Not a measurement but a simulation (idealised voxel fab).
This is a process module. Its name is voxel double patterning.
Each square cell in cross-section cut measures 5 nm, and the section as a whole is 245 nm wide.
Format of a cross-section: grid, square cells. Given as bands. Order: top down. Band: one or more rows of cells. Top, bottom (nm), then materials left to right with widths (nm); lone material tagged "all across" fills the whole band edge to edge; "air" = empty space. Zero point of the height axis is 0; under it, received wafer = one material. Lowest band: continues down indefinitely, "top 0, no bottom". The two numbers in a width such as "30->40" mark its ends across the band: the first belongs to the top row of cells, the second to the bottom row, and from each row to the next the width moves by the same amount. You'll sometimes find "nothing altered" written for a step, and that's the way of saying that nowhere in the cross-section did a cell change during that step. In the "Voids, sealed" entry, you get each enclosed empty space of 8 cells or more, one with no open way to the top, written width x height at distance, distance from the left edge, in nm. Past the settings on a step's line: simulator remark, on that step. overlay nm: right-of-plan distance of the mask on a masked step; negative values mean left-of-plan.
Steps planned for the process:
1) RECEIVE,material Si
2) CONFORMAL_DEP,material SiN,thk nm 10
3) DIRECTIONAL_DEP,material SiO2,thk nm 15
4) DIRECTIONAL_DEP,material SiCN,thk nm 10
5) MASKED_ETCH,tone open,mask id FIRST,width nm 15,pitch nm 50,etch materials SiCN,depth nm 10,overlay nm -15
6) DIRECTIONAL_DEP,material aC,thk nm 10
7) PATTERN,tone open,mask id SECOND,material resist,width nm 15,pitch nm 50,thk nm 30,overlay nm 0
8) DIRECTIONAL_ETCH,etch materials aC,depth nm 10
9) STRIP,etch materials resist
10) DIRECTIONAL_ETCH,etch materials SiCN,depth nm 10
11) STRIP,etch materials aC
12) DIRECTIONAL_ETCH,etch materials SiO2,depth nm 15
13) STRIP,etch materials SiCN
The overlay nm used in step 5 is not the same on every wafer, whereas the starting condition is; the value printed in the plan is the first wafer's.
Cross-section of the first incoming wafer of several, state after step 1:
    top 0, no bottom  Si all across
    Voids, sealed: none
Cross-section after step 13, the final step of the module, for the first of several wafers:
    top 25, bottom 10  SiO2=50, then air=15, then SiO2=25, then air=25, then SiO2=25, then air=25, then SiO2=80
    top 10, bottom 0  SiN all across
    top 0, no bottom  Si all across
    Voids, sealed: none
Cross-section of the final wafer among several, taken at the end of the module:
    top 25, bottom 10  SiO2=80, then air=25, then SiO2=25, then air=25, then SiO2=25, then air=15, then SiO2=50
    top 10, bottom 0  SiN all across
    top 0, no bottom  Si all across
    Voids, sealed: none
Row per wafer, end-of-module: cell gain (+)/loss (-) by material since the wafer came in, then closed voids:
overlay nm -15, +98 SiN, +108 SiO2, Voids, sealed: none
overlay nm -10, +98 SiN, +102 SiO2, Voids, sealed: none
overlay nm -5, +98 SiN, +102 SiO2, Voids, sealed: none
overlay nm 0, +98 SiN, +102 SiO2, Voids, sealed: none
overlay nm 5, +98 SiN, +102 SiO2, Voids, sealed: none
overlay nm 10, +98 SiN, +102 SiO2, Voids, sealed: none
overlay nm 15, +98 SiN, +108 SiO2, Voids, sealed: none
